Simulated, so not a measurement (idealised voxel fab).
Process module name: voxel plated lines
Cross-section cut spans 285 nm and uses square cells 5 nm in size.
Think of the cross-section as a grid of square cells. We describe it in bands, top to bottom, and each band covers one or more rows of those cells. Heads up on the band format: heights come first, top then bottom, in nm. After that it's the materials left to right, each with its width in nm. A single material flagged "throughout" fills the whole band edge to edge, and "empty" means there's empty space there. Where do heights start? At 0: under that level the wafer as delivered is made of one material only. And the lowest band has no floor; it just carries on downward, as in "0..down". It should be noted that a width expressed as "30..40" varies in equal increments from row to row of cells within the band, taking the value of the first number at the top row and that of the second number at the bottom row. Basically "no alterations made" means that step didn't change any cell in the cross-section. "Trapped voids" enumerates empty spaces isolated from the top, with no open way to it, that contain at least 8 cells, giving each as width x height at distance from the left edge, all three in nm. What comes after the settings on a step's line is commentary from the simulator itself on that step. You can add "overlay nm" to a step's line. For a step with a mask, it describes how far the mask lay to the right of its planned position, and a negative number describes a lay to the left.
Planned step list for the process:
1 op RECEIVE | material Si
2 op CONFORMAL_DEP | material SiN | thk nm 10
3 op DIRECTIONAL_DEP | material TiN | thk nm 5
4 op PATTERN | tone open | mask id LINES | material resist | width nm 20 | pitch nm 40 | thk nm 15 | overlay nm 0
5 op EPI | material Ru | thk nm 10
6 op STRIP | etch materials resist
7 op DIRECTIONAL_ETCH | etch materials TiN | depth nm 5
8 op CONFORMAL_DEP | material SiN | thk nm 10
Incoming wafer, cross-sectional view, post step 1:
- 0..down = Si throughout
- Trapped voids: none
Wafer cross-section at end of module: start and plan as shown above, one execution error:
- 25..15 = empty (110)  Ru (20)  empty (20)  Ru (20)  empty (115)
- 15..10 = empty (110)  TiN (20)  empty (20)  TiN (20)  empty (115)
- 10..0 = SiN throughout
- 0..down = Si throughout
- Trapped voids: none
Short version of what went wrong: step 8 of the plan was omitted and not executed
